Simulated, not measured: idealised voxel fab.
Herein follows the process module entitled voxel transistor to metal.
Displayed cross-section: cut, width of 290 nm, square cells sized 5 nm.
Cross-section = grid of square cells, listed top down in bands; band = one or more rows. First you get the band's top height and its bottom height, in nm, and then the materials it's made of, left to right, with each width in nm. If you see a single material with "edge to edge", that one covers the band edge to edge. "empty" is empty space. The level at which height equals 0 is the one under which the wafer, as it arrives, is entirely one material. No lower edge exists for the bottom band, which continues downward and is notated as in "0 nm and below". Read "30..40" as a graded width: first number on top, second number at the bottom, same change between each pair of neighbouring rows. "nothing different" (step): cross-section cells unchanged, all of them. Entry "Closed internal voids" = empty spaces >= 8 cells with no open way to the top; each as width x height at distance, distance from left edge, all nm. Read whatever lies past the settings on a step's line as the simulator's own remark about the step. Among the settings permitted on a step's line is "overlay nm"; applied to a step with a mask, it specifies the extent to which the mask lay to the right of its planned position, whereas a negative figure signifies a position to the left.

[The process steps that were planned are listed below]
1. op RECEIVE | material Si
2. op OXIDIZE | depth nm 5
3. op CONFORMAL_DEP | material SiN | thk nm 10
4. op PATTERN | tone cover | mask id ACTIVE | material resist | width nm 115 | pitch nm 140 | thk nm 15 | overlay nm 0
5. op DIRECTIONAL_ETCH | etch materials SiN | depth nm 10
6. op DIRECTIONAL_ETCH | etch materials SiO2 | depth nm 5
7. op DIRECTIONAL_ETCH | etch materials Si | depth nm 35
8. op STRIP | etch materials resist
9. op FILL_DEP | material SiO2 | thk nm 10
10. op CMP | height nm 10
11. op SELECTIVE_ETCH | etch materials SiO2 | depth nm 10
12. op STRIP | etch materials SiN
13. op SELECTIVE_ETCH | etch materials SiO2 | depth nm 5
14. op OXIDIZE | depth nm 5
15. op DIRECTIONAL_DEP | material polySi | thk nm 20
16. op DIRECTIONAL_DEP | material SiCN | thk nm 15
17. op PATTERN | tone cover | mask id GATE | material resist | width nm 25 | pitch nm 140 | thk nm 15 | overlay nm 0
18. op DIRECTIONAL_ETCH | etch materials SiCN | depth nm 25
19. op DIRECTIONAL_ETCH | etch materials polySi | depth nm 30
20. op STRIP | etch materials resist
21. op CONFORMAL_DEP | material SiN | thk nm 5
22. op DIRECTIONAL_ETCH | etch materials SiN | depth nm 5
23. op DIRECTIONAL_ETCH | etch materials SiO2 | depth nm 5
24. op DIRECTIONAL_ETCH | etch materials Si | depth nm 15
25. op EPI | material nSi | thk nm 20
26. op FILL_DEP | material SiO2 | thk nm 10
27. op CMP | height nm 15
28. op STRIP | etch materials polySi
29. op SELECTIVE_ETCH | etch materials SiO2 | depth nm 5
30. op CONFORMAL_DEP | material HfO2 | thk nm 5
31. op CONFORMAL_DEP | material TiN | thk nm 5
32. op FILL_DEP | material W | thk nm 10
33. op CMP | height nm 10
34. op DIRECTIONAL_DEP | material SiO2 | thk nm 15
35. op MASKED_ETCH | tone open | mask id CONTACT | width nm 15 | etch materials SiO2 | depth nm 30 | overlay nm 0
36. op CONFORMAL_DEP | material TiN | thk nm 5
37. op FILL_DEP | material Ru | thk nm 5
38. op CMP | height nm 25
39. op CONFORMAL_DEP | material SiN | thk nm 5
40. op DIRECTIONAL_DEP | material SiO2 | thk nm 20
41. op DIRECTIONAL_DEP | material aC | thk nm 10
42. op PATTERN | tone open | mask id METAL_1 | material resist | width nm 15 | thk nm 30 | overlay nm 0
43. op DIRECTIONAL_ETCH | etch materials aC | depth nm 10
44. op STRIP | etch materials resist
45. op DIRECTIONAL_ETCH | etch materials SiO2 | depth nm 20
46. op DIRECTIONAL_ETCH | etch materials SiN | depth nm 5
47. op STRIP | etch materials aC
48. op CONFORMAL_DEP | material TiN | thk nm 5
49. op FILL_DEP | material Cu | thk nm 5
50. op CMP | height nm 50
51. op EPI | material Ru | thk nm 5
52. op FILL_DEP | material SiCN | thk nm 5

[Wafer at receipt (post step 1), cross-section]
0 nm and below: Si edge to edge
Closed internal voids: none

[The cross-section shown corresponds to the wafer at the conclusion of the module. The initial structure and the process plan are those presented above; however, one mistake occurred in executing the plan]
60 nm to 55 nm: SiCN edge to edge
55 nm to 50 nm: 20 SiCN; 25 Ru; 55 SiCN; 25 Ru; 35 SiCN; 25 Ru; 55 SiCN; 25 Ru; 25 SiCN
50 nm to 30 nm: 25 SiO2; 5 TiN; 5 Cu; 5 TiN; 65 SiO2; 5 TiN; 5 Cu; 5 TiN; 45 SiO2; 5 TiN; 5 Cu; 5 TiN; 65 SiO2; 5 TiN; 5 Cu; 5 TiN; 30 SiO2
30 nm to 25 nm: 25 SiN; 15 TiN; 65 SiN; 15 TiN; 45 SiN; 15 TiN; 65 SiN; 15 TiN; 30 SiN
25 nm to 10 nm: 25 SiO2; 5 TiN; 5 Ru; 5 TiN; 65 SiO2; 5 TiN; 5 Ru; 5 TiN; 45 SiO2; 5 TiN; 5 Ru; 5 TiN; 65 SiO2; 5 TiN; 5 Ru; 5 TiN; 30 SiO2
10 nm to 0 nm: 25 SiO2; 5 TiN; 5 Ru; 5 TiN; 15 SiO2; 5 SiN; 5 HfO2; 5 TiN; 5 W; 5 TiN; 5 HfO2; 5 SiN; 15 SiO2; 5 TiN; 5 Ru; 5 TiN; 45 SiO2; 5 TiN; 5 Ru; 5 TiN; 15 SiO2; 5 SiN; 5 HfO2; 5 TiN; 5 W; 5 TiN; 5 HfO2; 5 SiN; 15 SiO2; 5 TiN; 5 Ru; 5 TiN; 30 SiO2
0 nm to -5 nm: 25 SiO2; 15 TiN; 15 SiO2; 5 SiN; 5 HfO2; 15 TiN; 5 HfO2; 5 SiN; 15 SiO2; 15 TiN; 45 SiO2; 15 TiN; 15 SiO2; 5 SiN; 5 HfO2; 15 TiN; 5 HfO2; 5 SiN; 15 SiO2; 15 TiN; 30 SiO2
-5 nm to -10 nm: 20 nSi; 35 SiO2; 35 HfO2; 35 SiO2; 35 nSi; 35 SiO2; 35 HfO2; 35 SiO2; 25 nSi
-10 nm to -25 nm: 15 nSi; 115 SiO2; 25 nSi; 115 SiO2; 20 nSi
-25 nm to -40 nm: 15 Si; 115 SiO2; 25 Si; 115 SiO2; 20 Si
-40 nm and below: Si edge to edge
Closed internal voids: none
Deviation noted in wafer processing: step 4 was run on a setting that differed from the plan, and what really ran there is op PATTERN | tone open | mask id ACTIVE | material resist | width nm 115 | pitch nm 140 | thk nm 15 | overlay nm 0
